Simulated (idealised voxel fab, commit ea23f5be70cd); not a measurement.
process module | voxel transistor to metal
cross-section cut | 210 nm wide | cells 5 nm
A cross-section is a grid of square cells, given in bands from the top down. A band is one or more rows of cells.
Each band's line starts with the height of the band's top and of its bottom, in nm. Then come its materials from left to right, each with its width in nm. One material with "throughout" fills the band from edge to edge. "air" is empty space.
Height 0 is the level under which the wafer as received is all one material. The lowest band goes on downwards, as in "0 down".
A width such as "30 to 40" changes by the same amount from each row of cells to the next, from the band's top row to its bottom row.
"no change" after a step means that no cell of the cross-section changed.
closed voids: empty space of 8 cells or more with no open way to the top, each as width x height at its distance from the left edge, in nm
after a step's settings: what the simulator itself notes on the step
overlay nm, on a step with a mask: how far to the right of its planned place the mask lay; to the left if negative
plan
1 op RECEIVE | material Si
2 op OXIDIZE | depth nm 5
3 op CONFORMAL_DEP | material SiN | thk nm 10
4 op PATTERN | tone cover | mask id ACTIVE | material resist | width nm 95 | thk nm 15 | overlay nm 0
5 op DIRECTIONAL_ETCH | etch materials SiN | depth nm 10
6 op DIRECTIONAL_ETCH | etch materials SiO2 | depth nm 5
7 op DIRECTIONAL_ETCH | etch materials Si | depth nm 35
8 op STRIP | etch materials resist
9 op OXIDIZE | depth nm 5
10 op FILL_DEP | material SiO2 | thk nm 5
11 op CMP | height nm 10
12 op SELECTIVE_ETCH | etch materials SiO2 | depth nm 10
13 op STRIP | etch materials SiN
14 op SELECTIVE_ETCH | etch materials SiO2 | depth nm 5
15 op OXIDIZE | depth nm 5
16 op DIRECTIONAL_DEP | material polySi | thk nm 25
17 op DIRECTIONAL_DEP | material SiCN | thk nm 10
18 op MASKED_ETCH | tone cover | mask id GATE | width nm 15 | etch materials SiCN | depth nm 20 | overlay nm 0
19 op MASKED_ETCH | tone cover | mask id GATE | width nm 15 | etch materials polySi | depth nm 35 | overlay nm 0
20 op CONFORMAL_DEP | material SiN | thk nm 10
21 op DIRECTIONAL_ETCH | etch materials SiN | depth nm 10
22 op DIRECTIONAL_ETCH | etch materials SiO2 | depth nm 5
23 op DIRECTIONAL_ETCH | etch materials Si | depth nm 10
24 op EPI | material nSi | thk nm 15
25 op FILL_DEP | material SiO2 | thk nm 5
26 op CMP | height nm 30
27 op DIRECTIONAL_DEP | material SiO2 | thk nm 15
28 op MASKED_ETCH | tone open | mask id CONTACT | width nm 15 | pitch nm 60 | etch materials SiO2 | depth nm 50 | overlay nm 0
29 op CONFORMAL_DEP | material TiN | thk nm 5
30 op FILL_DEP | material W | thk nm 10
31 op CMP | height nm 45
32 op DIRECTIONAL_DEP | material TiN | thk nm 5
33 op DIRECTIONAL_DEP | material W | thk nm 25
34 op PATTERN | tone cover | mask id METAL_1 | material resist | width nm 15 | pitch nm 60 | thk nm 15 | overlay nm 0
35 op DIRECTIONAL_ETCH | etch materials W | depth nm 25
36 op DIRECTIONAL_ETCH | etch materials TiN | depth nm 5
37 op STRIP | etch materials resist
38 op FILL_DEP | material lowk | thk nm 10
39 op CMP | height nm 75
40 op CONFORMAL_DEP | material SiN | thk nm 5
as received, after step 1
  0 down: Si throughout
  closed voids: none
first wafer at the end, as planned
  80 to 75: SiN throughout
  75 to 50: lowk 65 | W 15 | lowk 45 | W 15 | lowk 70
  50 to 45: lowk 65 | TiN 15 | lowk 45 | TiN 15 | lowk 70
  45 to 30: SiO2 65 | TiN 5 | W 5 | TiN 5 | SiO2 45 | TiN 5 | W 5 | TiN 5 | SiO2 70
  30 to 20: SiO2 65 | TiN 5 | W 5 | TiN 5 | SiO2 5 | SiN 10 | SiCN 15 | SiN 10 | SiO2 5 | TiN 5 | W 5 | TiN 5 | SiO2 70
  20 to 10: SiO2 65 | TiN 5 | W 5 | TiN 5 | SiO2 5 | SiN 10 | polySi 15 | SiN 10 | SiO2 5 | TiN 5 | W 5 | TiN 5 | SiO2 70
  10 to 5: SiO2 65 | TiN 15 | SiO2 5 | SiN 10 | polySi 15 | SiN 10 | SiO2 5 | TiN 15 | SiO2 70
  5 to -5: SiO2 65 | TiN 5 | nSi 15 | SiN 10 | polySi 15 | SiN 10 | nSi 15 | TiN 5 | SiO2 70
  -5 to -10: SiO2 55 | nSi 30 | SiO2 35 | nSi 30 | SiO2 60
  -10 to -20: SiO2 60 | nSi 25 | Si 35 | nSi 25 | SiO2 65
  -20 to -45: SiO2 60 | Si 85 | SiO2 65
  -45 down: Si throughout
  closed voids: none
second wafer at the end: like start, like plan, one mistake
  80 to 75: SiN throughout
  75 to 50: lowk 65 | W 15 | lowk 45 | W 15 | lowk 70
  50 to 45: lowk 65 | TiN 15 | lowk 45 | TiN 15 | lowk 70
  45 to 30: SiO2 65 | TiN 5 | W 5 | TiN 5 | SiO2 45 | TiN 5 | W 5 | TiN 5 | SiO2 70
  30 to 25: SiO2 65 | TiN 5 | W 5 | TiN 5 | SiO2 5 | SiN 10 | SiCN 15 | SiN 10 | SiO2 5 | TiN 5 | W 5 | TiN 5 | SiO2 70
  25 to 15: SiO2 65 | TiN 5 | W 5 | TiN 5 | SiO2 5 | SiN 10 | polySi 15 | SiN 10 | SiO2 5 | TiN 5 | W 5 | TiN 5 | SiO2 70
  15 to 10: SiO2 65 | TiN 15 | SiO2 5 | SiN 10 | polySi 15 | SiN 10 | SiO2 5 | TiN 15 | SiO2 70
  10 to 0: SiO2 65 | TiN 5 | nSi 15 | SiN 10 | polySi 15 | SiN 10 | nSi 15 | TiN 5 | SiO2 70
  0 to -5: SiO2 50 | SiN 10 | nSi 25 | SiO2 35 | nSi 25 | SiN 10 | SiO2 55
  -5 to -15: SiO2 60 | nSi 25 | Si 35 | nSi 25 | SiO2 65
  -15 to -45: SiO2 60 | Si 85 | SiO2 65
  -45 down: Si throughout
  closed voids: none
what went wrong: steps 13 and 14 were swapped
at the end the second wafer has, in cells: 17 more of Si | 3 fewer of SiCN | 6 fewer of SiO2 | 4 fewer of TiN | 2 fewer of W | 2 fewer of nSi
